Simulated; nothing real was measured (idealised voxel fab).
process module | voxel wiring stack
cross-section cut | 250 nm wide | cells 5 nm
A cross-section is a grid of square cells, given in bands from the top down. A band is one or more rows of cells.
Each band's line starts with the height of the band's top and of its bottom, in nm. Then come its materials from left to right, each with its width in nm. One material with "throughout" fills the band from edge to edge. "air" is empty space.
Height 0 is the level under which the wafer as received is all one material. The lowest band goes on downwards, as in "0 down".
A width such as "30 to 40" changes by the same amount from each row of cells to the next, from the band's top row to its bottom row.
"no change" after a step means that no cell of the cross-section changed.
closed voids: empty space of 8 cells or more with no open way to the top, each as width x height at its distance from the left edge, in nm
after a step's settings: what the simulator itself notes on the step
overlay nm, on a step with a mask: how far to the right of its planned place the mask lay; to the left if negative
plan
1 op RECEIVE | material Si
2 op CONFORMAL_DEP | material SiO2 | thk nm 10
3 op CONFORMAL_DEP | material SiCN | thk nm 5
4 op DIRECTIONAL_DEP | material SiO2 | thk nm 15
5 op DIRECTIONAL_DEP | material aC | thk nm 10
6 op PATTERN | tone open | mask id METAL_1 | material resist | width nm 20 | pitch nm 35 | thk nm 25 | overlay nm 0
7 op DIRECTIONAL_ETCH | etch materials aC | depth nm 10
8 op STRIP | etch materials resist
9 op DIRECTIONAL_ETCH | etch materials SiO2 | depth nm 15
10 op DIRECTIONAL_ETCH | etch materials SiCN | depth nm 5
11 op STRIP | etch materials aC
12 op CONFORMAL_DEP | material TiN | thk nm 5
13 op FILL_DEP | material Cu | thk nm 10
14 op CMP | height nm 30
15 op EPI | material Ru | thk nm 5
16 op FILL_DEP | material SiCN | thk nm 5
17 op DIRECTIONAL_DEP | material SiO2 | thk nm 15
18 op DIRECTIONAL_DEP | material aC | thk nm 10
19 op PATTERN | tone open | mask id PLUG_1 | material resist | width nm 15 | pitch nm 70 | thk nm 25 | overlay nm 0
20 op DIRECTIONAL_ETCH | etch materials aC | depth nm 10
21 op STRIP | etch materials resist
22 op DIRECTIONAL_ETCH | etch materials SiO2 | depth nm 15
23 op DIRECTIONAL_ETCH | etch materials SiCN | depth nm 5
24 op STRIP | etch materials aC
25 op CONFORMAL_DEP | material TiN | thk nm 5
26 op FILL_DEP | material W | thk nm 5
27 op CMP | height nm 55
28 op DIRECTIONAL_DEP | material TiN | thk nm 5
29 op DIRECTIONAL_DEP | material W | thk nm 25
30 op MASKED_ETCH | tone cover | mask id METAL_2 | width nm 20 | pitch nm 35 | etch materials W | depth nm 25 | overlay nm 0
31 op MASKED_ETCH | tone cover | mask id METAL_2 | width nm 20 | pitch nm 35 | etch materials TiN | depth nm 5 | overlay nm 0
32 op CONFORMAL_DEP | material SiN | thk nm 5
33 op FILL_DEP | material SiO2 | thk nm 5
34 op CMP | height nm 85
35 op CONFORMAL_DEP | material SiCN | thk nm 5
36 op DIRECTIONAL_DEP | material lowk | thk nm 25
37 op DIRECTIONAL_DEP | material aC | thk nm 10
38 op PATTERN | tone open | mask id METAL_3 | material resist | width nm 20 | pitch nm 35 | thk nm 25 | overlay nm 0
39 op DIRECTIONAL_ETCH | etch materials aC | depth nm 10
40 op STRIP | etch materials resist
41 op DIRECTIONAL_ETCH | etch materials lowk | depth nm 15
42 op STRIP | etch materials aC
43 op PATTERN | tone open | mask id METAL_3_HOLES | material resist | width nm 15 | pitch nm 35 | thk nm 20 | overlay nm 0
44 op DIRECTIONAL_ETCH | etch materials lowk | depth nm 10
45 op DIRECTIONAL_ETCH | etch materials SiCN | depth nm 5
46 op STRIP | etch materials resist
47 op CONFORMAL_DEP | material TiN | thk nm 5
48 op FILL_DEP | material Cu | thk nm 10
49 op CMP | height nm 115
50 op CONFORMAL_DEP | material SiN | thk nm 5
as received, after step 1
  0 down: Si throughout
  closed voids: none
first wafer at the end, as planned
  120 to 115: SiN throughout
  115 to 105: lowk 80 | TiN 5 | Cu 10 | TiN 5 | lowk 15 | TiN 5 | Cu 10 | TiN 5 | lowk 15 | TiN 5 | Cu 10 | TiN 5 | lowk 80
  105 to 100: lowk 80 | TiN 5 | Cu 5 | TiN 10 | lowk 15 | TiN 5 | Cu 5 | TiN 10 | lowk 15 | TiN 5 | Cu 5 | TiN 10 | lowk 80
  100 to 90: lowk 80 | TiN 5 | Cu 5 | TiN 5 | lowk 20 | TiN 5 | Cu 5 | TiN 5 | lowk 20 | TiN 5 | Cu 5 | TiN 5 | lowk 85
  90 to 85: SiCN 80 | TiN 15 | SiCN 20 | TiN 15 | SiCN 20 | TiN 15 | SiCN 85
  85 to 60: SiO2 75 | SiN 5 | W 20 | SiN 5 | SiO2 5 | SiN 5 | W 20 | SiN 5 | SiO2 5 | SiN 5 | W 20 | SiN 5 | SiO2 75
  60 to 55: SiN 80 | TiN 20 | SiN 15 | TiN 20 | SiN 15 | TiN 20 | SiN 80
  55 to 40: SiO2 80 | TiN 5 | W 5 | TiN 5 | SiO2 55 | TiN 5 | W 5 | TiN 5 | SiO2 85
  40 to 35: SiCN 80 | TiN 15 | SiCN 55 | TiN 15 | SiCN 85
  35 to 30: SiCN 75 | Ru 30 | SiCN 5 | Ru 30 | SiCN 5 | Ru 30 | SiCN 75
  30 to 15: SiO2 80 | TiN 5 | Cu 10 | TiN 5 | SiO2 15 | TiN 5 | Cu 10 | TiN 5 | SiO2 15 | TiN 5 | Cu 10 | TiN 5 | SiO2 80
  15 to 10: SiCN 80 | TiN 20 | SiCN 15 | TiN 20 | SiCN 15 | TiN 20 | SiCN 80
  10 to 0: SiO2 throughout
  0 down: Si throughout
  closed voids: none
second wafer at the end: like start, like plan, one mistake
  120 to 115: SiN throughout
  115 to 110: Cu throughout
  110 to 105: TiN 85 | Cu 10 | TiN 25 | Cu 10 | TiN 25 | Cu 10 | TiN 85
  105 to 100: lowk 80 | TiN 20 | lowk 15 | TiN 20 | lowk 15 | TiN 20 | lowk 80
  100 to 90: lowk 95 | TiN 5 | lowk 30 | TiN 5 | lowk 30 | TiN 5 | lowk 80
  90 to 85: SiCN 95 | TiN 5 | SiCN 30 | TiN 5 | SiCN 30 | TiN 5 | SiCN 80
  85 to 60: SiO2 75 | SiN 5 | W 20 | SiN 5 | SiO2 5 | SiN 5 | W 20 | SiN 5 | SiO2 5 | SiN 5 | W 20 | SiN 5 | SiO2 75
  60 to 55: SiN 80 | TiN 20 | SiN 15 | TiN 20 | SiN 15 | TiN 20 | SiN 80
  55 to 40: SiO2 80 | TiN 5 | W 5 | TiN 5 | SiO2 55 | TiN 5 | W 5 | TiN 5 | SiO2 85
  40 to 35: SiCN 80 | TiN 15 | SiCN 55 | TiN 15 | SiCN 85
  35 to 30: SiCN 75 | Ru 30 | SiCN 5 | Ru 30 | SiCN 5 | Ru 30 | SiCN 75
  30 to 15: SiO2 80 | TiN 5 | Cu 10 | TiN 5 | SiO2 15 | TiN 5 | Cu 10 | TiN 5 | SiO2 15 | TiN 5 | Cu 10 | TiN 5 | SiO2 80
  15 to 10: SiCN 80 | TiN 20 | SiCN 15 | TiN 20 | SiCN 15 | TiN 20 | SiCN 80
  10 to 0: SiO2 throughout
  0 down: Si throughout
  closed voids: none
what went wrong: step 43 ran as: op PATTERN | tone cover | mask id METAL_3_HOLES | material resist | width nm 15 | pitch nm 35 | thk nm 20 | overlay nm 0
at the end the second wafer has, in cells: 35 more of Cu | 6 more of SiCN | 23 more of TiN | 64 fewer of lowk
